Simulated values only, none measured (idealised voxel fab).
The name of this process module is voxel air gaps.
Cross-section cut: width 255 nm, square cells of 5 nm.
Cross-section format: a grid of square cells, given as bands from top to bottom; each band is one or more rows of cells. What a band's entry tells you: where the top is and where the bottom is, as heights in nm, and after that what lies inside, material by material from left to right, each with its width in nm. Empty space is written as the word "empty", and a single material marked with the word "all across" occupies the band from edge to edge. Height reference: 0 = level under which incoming wafer is all one material. Lowest band: no bottom, runs on downward, e.g. "0 nm and below". With a width like "30..40", each row of cells in the band differs from the next by the same amount, the top row carrying the first number and the bottom row the second. Take "no alterations made" at face value: in the step it is given for, the cross-section changed in none of its cells. The label "Sealed void list" introduces a list of the empty spaces, 8 cells or larger, that have no open way up to the top; each entry in it reads width x height at distance, where the distance is taken from the left edge and all three are stated in nm. On a step's line, text after the settings is the simulator commenting on that step. The line of a step may include "overlay nm". On a step with a mask, this value is how far to the right of its planned place the mask lay. A negative value means the mask lay to the left.
# Process steps (planned)
1: op RECEIVE | material Si
2: op CONFORMAL_DEP | material SiO2 | thk nm 15
3: op CONFORMAL_DEP | material SiN | thk nm 5
4: op DIRECTIONAL_DEP | material SiO2 | thk nm 35
5: op MASKED_ETCH | tone open | mask id LINES | width nm 15 | pitch nm 45 | etch materials SiO2 | depth nm 35 | overlay nm 0
6: op CONFORMAL_DEP | material TiN | thk nm 5
7: op FILL_DEP | material W | thk nm 10
8: op CMP | height nm 55
9: op EPI | material Ru | thk nm 10
10: op SELECTIVE_ETCH | etch materials SiO2 | depth nm 45
11: op CONFORMAL_DEP | material SiN | thk nm 5
# Incoming wafer in cross-section (state: after step 1)
    0 nm and below  Si all across
    Sealed void list: none
# The first of the two wafers as seen in cross-section once the module was finished; processing followed the plan
    70 nm to 65 nm  empty (35), SiN (180), empty (40)
    65 nm to 55 nm  empty (35), SiN (5), Ru (35), SiN (10), Ru (35), SiN (10), Ru (35), SiN (10), Ru (35), SiN (5), empty (40)
    55 nm to 50 nm  empty (35), SiN (15), TiN (5), W (5), TiN (5), SiN (30), TiN (5), W (5), TiN (5), SiN (30), TiN (5), W (5), TiN (5), SiN (30), TiN (5), W (5), TiN (5), SiN (15), empty (40)
    50 nm to 25 nm  empty (45), SiN (5), TiN (5), W (5), TiN (5), SiN (5), empty (20), SiN (5), TiN (5), W (5), TiN (5), SiN (5), empty (20), SiN (5), TiN (5), W (5), TiN (5), SiN (5), empty (20), SiN (5), TiN (5), W (5), TiN (5), SiN (5), empty (50)
    25 nm to 20 nm  SiN (50), TiN (15), SiN (30), TiN (15), SiN (30), TiN (15), SiN (30), TiN (15), SiN (55)
    20 nm to 15 nm  SiN all across
    15 nm to 0 nm  SiO2 all across
    0 nm and below  Si all across
    Sealed void list: 20 x 25 at 70; 20 x 25 at 115; 20 x 25 at 160
# Now the second wafer, cross-sectioned at the end of the module. Nothing different at the start, nothing different in the plan compared with the first, just one mistake when it was actually run
    70 nm to 65 nm  empty (35), SiN (185), empty (35)
    65 nm to 55 nm  empty (35), SiN (5), Ru (40), SiN (5), Ru (40), SiN (5), Ru (40), SiN (5), Ru (40), SiN (5), empty (35)
    55 nm to 50 nm  empty (35), SiN (15), TiN (5), W (10), TiN (5), SiN (25), TiN (5), W (10), TiN (5), SiN (25), TiN (5), W (10), TiN (5), SiN (25), TiN (5), W (10), TiN (5), SiN (15), empty (35)
    50 nm to 25 nm  empty (45), SiN (5), TiN (5), W (10), TiN (5), SiN (5), empty (15), SiN (5), TiN (5), W (10), TiN (5), SiN (5), empty (15), SiN (5), TiN (5), W (10), TiN (5), SiN (5), empty (15), SiN (5), TiN (5), W (10), TiN (5), SiN (5), empty (45)
    25 nm to 20 nm  SiN (50), TiN (20), SiN (25), TiN (20), SiN (25), TiN (20), SiN (25), TiN (20), SiN (50)
    20 nm to 15 nm  SiN all across
    15 nm to 0 nm  SiO2 all across
    0 nm and below  Si all across
    Sealed void list: 15 x 25 at 75; 15 x 25 at 120; 15 x 25 at 165
What was done differently from what was planned? step 5 did not use the planned setting and instead ran as op MASKED_ETCH | tone open | mask id LINES | width nm 20 | pitch nm 45 | etch materials SiO2 | depth nm 35 | overlay nm 0
FYI, end of process, the second wafer has more or fewer cells of some materials than the first: Ru +8, SiN -12, TiN +4, W +24
